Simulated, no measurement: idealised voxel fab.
Process module under the name voxel air gaps
It is cross-section cut that appears here, measuring 195 nm in width, its square cells being 5 nm in size.
Square cells in a grid make up a cross-section in this document, and the grid is given as bands, listed from the top down, each one or more rows of cells.
Band entry format. Leading values: height of top, height of bottom, nm. Remainder: materials in left-to-right order, each with its width in nm. Special words: "edge to edge" on a single material, which then fills the band edge to edge; "blank", empty space.
Heights are expressed relative to 0, this being the level below which the as-received wafer comprises one material exclusively. The lowest band is unbounded in the downward direction and is denoted as in "z 0 and below".
You'd read "30..40" like this: the band's top row of cells is as wide as the first number, its bottom row is as wide as the second, and going down, every row changes width by the same amount as the row before did.
The cross-section has no changed cell in any step marked "identical to before".
If an empty space has no open way to the top and is at least 8 cells in size, "Sealed voids" lists it, written width x height at distance, where distance is measured from the left edge and every value is in nm.
Read whatever lies past the settings on a step's line as the simulator's own remark about the step.
For masked steps, "overlay nm" on the step line gives how far right of plan the mask actually lay; a minus sign means it lay to the left.

[The following list gives the planned process steps]
1 RECEIVE (material Si)
2 CONFORMAL_DEP (material SiO2; thk nm 10)
3 CONFORMAL_DEP (material SiN; thk nm 5)
4 DIRECTIONAL_DEP (material SiO2; thk nm 35)
5 MASKED_ETCH (tone open; mask id LINES; width nm 15; pitch nm 40; etch materials SiO2; depth nm 35; overlay nm 0)
6 CONFORMAL_DEP (material TiN; thk nm 5)
7 FILL_DEP (material W; thk nm 10)
8 CMP (height nm 50)
9 EPI (material Ru; thk nm 10)
10 SELECTIVE_ETCH (etch materials SiO2; depth nm 45)
11 CONFORMAL_DEP (material SiN; thk nm 5)

[Incoming wafer in cross-section (state: after step 1)]
> z 0 and below  Si edge to edge
> Sealed voids: none

[End-of-module cross-section. Starting structure and process plan as above; one mistake made in running it]
> z 75 to 70  25 of blank; 145 of SiN; 25 of blank
> z 70 to 50  25 of blank; 5 of SiN; 135 of Ru; 5 of SiN; 25 of blank
> z 50 to 45  25 of blank; 25 of SiN; 5 of TiN; 5 of W; 5 of TiN; 25 of SiO2; 5 of TiN; 5 of W; 5 of TiN; 25 of SiO2; 5 of TiN; 5 of W; 5 of TiN; 25 of SiN; 25 of blank
> z 45 to 20  45 of blank; 5 of SiN; 5 of TiN; 5 of W; 5 of TiN; 25 of SiO2; 5 of TiN; 5 of W; 5 of TiN; 25 of SiO2; 5 of TiN; 5 of W; 5 of TiN; 5 of SiN; 45 of blank
> z 20 to 15  50 of SiN; 15 of TiN; 25 of SiO2; 15 of TiN; 25 of SiO2; 15 of TiN; 50 of SiN
> z 15 to 10  SiN edge to edge
> z 10 to 0  SiO2 edge to edge
> z 0 and below  Si edge to edge
> Sealed voids: none
Heads up, the wafer didn't run the way we planned it: the plan's step 9 ran twice
